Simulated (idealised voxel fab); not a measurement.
The process module that follows is named voxel fin reveal.
Displayed cross-section: cut, width of 260 nm, square cells sized 5 nm.
Cross-sections here: square-cell grids, written as top-down lists of bands, a band being one or more rows of cells.
Heads up on the band format: heights come first, top then bottom, in nm. After that it's the materials left to right, each with its width in nm. A single material flagged "everywhere" fills the whole band edge to edge, and "air" means there's empty space there.
All heights in this document are referenced to 0, defined as the level beneath which the wafer, as received, consists entirely of one material. The lowest band is not bounded below; it extends indefinitely downward and is written in the form "0 and below".
The notation "30 to 40" denotes a width that varies across the rows of cells in the band, beginning at the first number in the top row, finishing at the second number in the bottom row, and changing by an identical amount from each row to the next.
Basically "everything unchanged" means that step didn't change any cell in the cross-section.
What "Cavities, closed" gives you is every empty space of 8 cells or more that is cut off from the top. Each appears as width x height at distance, with the distance taken from the left edge and width, height and distance all in nm.
What comes after the settings on a step's line is commentary from the simulator itself on that step.
The setting "overlay nm" may be written on the line of a step. When the step uses a mask, the value reports how far to the right of the planned place the mask lay, and a negative value reports that it lay to the left.

**So here's the lineup of process steps we planned**
1. RECEIVE | material Si
2. CONFORMAL_DEP | material SiN | thk nm 10
3. PATTERN | tone cover | mask id FINS | material resist | width nm 15 | pitch nm 35 | thk nm 20 | overlay nm 0
4. DIRECTIONAL_ETCH | etch materials SiN | depth nm 10
5. DIRECTIONAL_ETCH | etch materials Si | depth nm 30
6. STRIP | etch materials resist
7. OXIDIZE | depth nm 5
8. FILL_DEP | material SiO2 | thk nm 10
9. CMP | height nm 10
10. SELECTIVE_ETCH | etch materials SiO2 | depth nm 25
11. STRIP | etch materials SiN

**As received (post step 1): cross-section**
* 0 and below = Si everywhere
* Cavities, closed: none

**Final cross-section, module run with one mistake (start and plan as above)**
* 0 down to -15 = air 75 / Si 5 / air 30 / Si 5 / air 30 / Si 5 / air 30 / Si 5 / air 75
* -15 down to -65 = SiO2 75 / Si 5 / SiO2 30 / Si 5 / SiO2 30 / Si 5 / SiO2 30 / Si 5 / SiO2 75
* -65 and below = Si everywhere
* Cavities, closed: none
Processing error: plan step 5 was twice executed
